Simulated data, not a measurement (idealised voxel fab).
A process module follows: voxel ribs on slabs.
Cross-section cut spans 140 nm and uses square cells 5 nm in size.
When this document writes out a cross-section, it uses a grid of square cells and lists it as bands, beginning at the top and moving down, with a band standing for one or more rows of cells.
Top height, bottom height, nm. Materials left to right, width each, nm. Single material + "all across" = fills band edge to edge. "blank" = empty.
Heights are expressed relative to 0, this being the level below which the as-received wafer comprises one material exclusively. The lowest band is unbounded in the downward direction and is denoted as in "0..down".
The width entry "30 to 40" should be interpreted row by row: the top row of cells in the band takes the first number, the bottom row takes the second number, and the change between adjacent rows is uniform throughout.
Step note "remained unchanged" = no cross-section cell changed.
Closed-off voids of 8+ cells (no open route to the top) go in "Fully sealed cavities", written width x height at distance from the left edge, in nm.
Past the settings on a step's line: simulator remark, on that step.
When a step includes a mask, the "overlay nm" setting on its line states how far to the right of its planned place that mask lay, and negative values state how far to the left.
# Set out below are the planned steps of the process
1. RECEIVE, material Si
2. DIRECTIONAL_DEP, material SiO2, thk nm 20
3. DIRECTIONAL_DEP, material polySi, thk nm 20
4. PATTERN, tone cover, mask id RIB, material resist, width nm 30, thk nm 20, overlay nm 0
5. DIRECTIONAL_ETCH, etch materials polySi, depth nm 15
6. STRIP, etch materials resist
7. DIRECTIONAL_DEP, material aC, thk nm 15
8. PATTERN, tone cover, mask id SLAB, material resist, width nm 60, thk nm 35, overlay nm 0
9. DIRECTIONAL_ETCH, etch materials aC, depth nm 15
10. STRIP, etch materials resist
11. DIRECTIONAL_ETCH, etch materials polySi, depth nm 5
12. STRIP, etch materials aC
13. FILL_DEP, material SiO2, thk nm 15
14. CMP, height nm 50
15. DIRECTIONAL_DEP, material TiN, thk nm 5
16. MASKED_ETCH, tone cover, mask id HEATER, width nm 40, etch materials TiN, depth nm 5, overlay nm 0
17. CONFORMAL_DEP, material SiO2, thk nm 5
# Cross-section, incoming material, after step 1
	0..down | Si all across
	Fully sealed cavities: none
# First wafer of two, sectioned at end of module; run went per plan
	60..55 | blank=45, then SiO2=50, then blank=45
	55..50 | SiO2=50, then TiN=40, then SiO2=50
	50..40 | SiO2 all across
	40..25 | SiO2=55, then polySi=30, then SiO2=55
	25..20 | SiO2=40, then polySi=60, then SiO2=40
	20..0 | SiO2 all across
	0..down | Si all across
	Fully sealed cavities: none
# Now the second wafer, cross-sectioned at the end of the module. Nothing different at the start, nothing different in the plan compared with the first, just one mistake when it was actually run
	60..55 | blank=45, then SiO2=50, then blank=45
	55..50 | SiO2=50, then TiN=40, then SiO2=50
	50..40 | SiO2 all across
	40..25 | SiO2=55, then polySi=30, then SiO2=55
	25..20 | SiO2=40, then polySi=60, then SiO2=40
	20..0 | polySi all across
	0..down | Si all across
	Fully sealed cavities: none
Deviation from plan: note that step 2 departed from the planned setting and was carried out as DIRECTIONAL_DEP, material polySi, thk nm 20
Per the end-of-run cell counts, the second wafer holds more or fewer of some materials than the first: 112 fewer of SiO2, 112 more of polySi
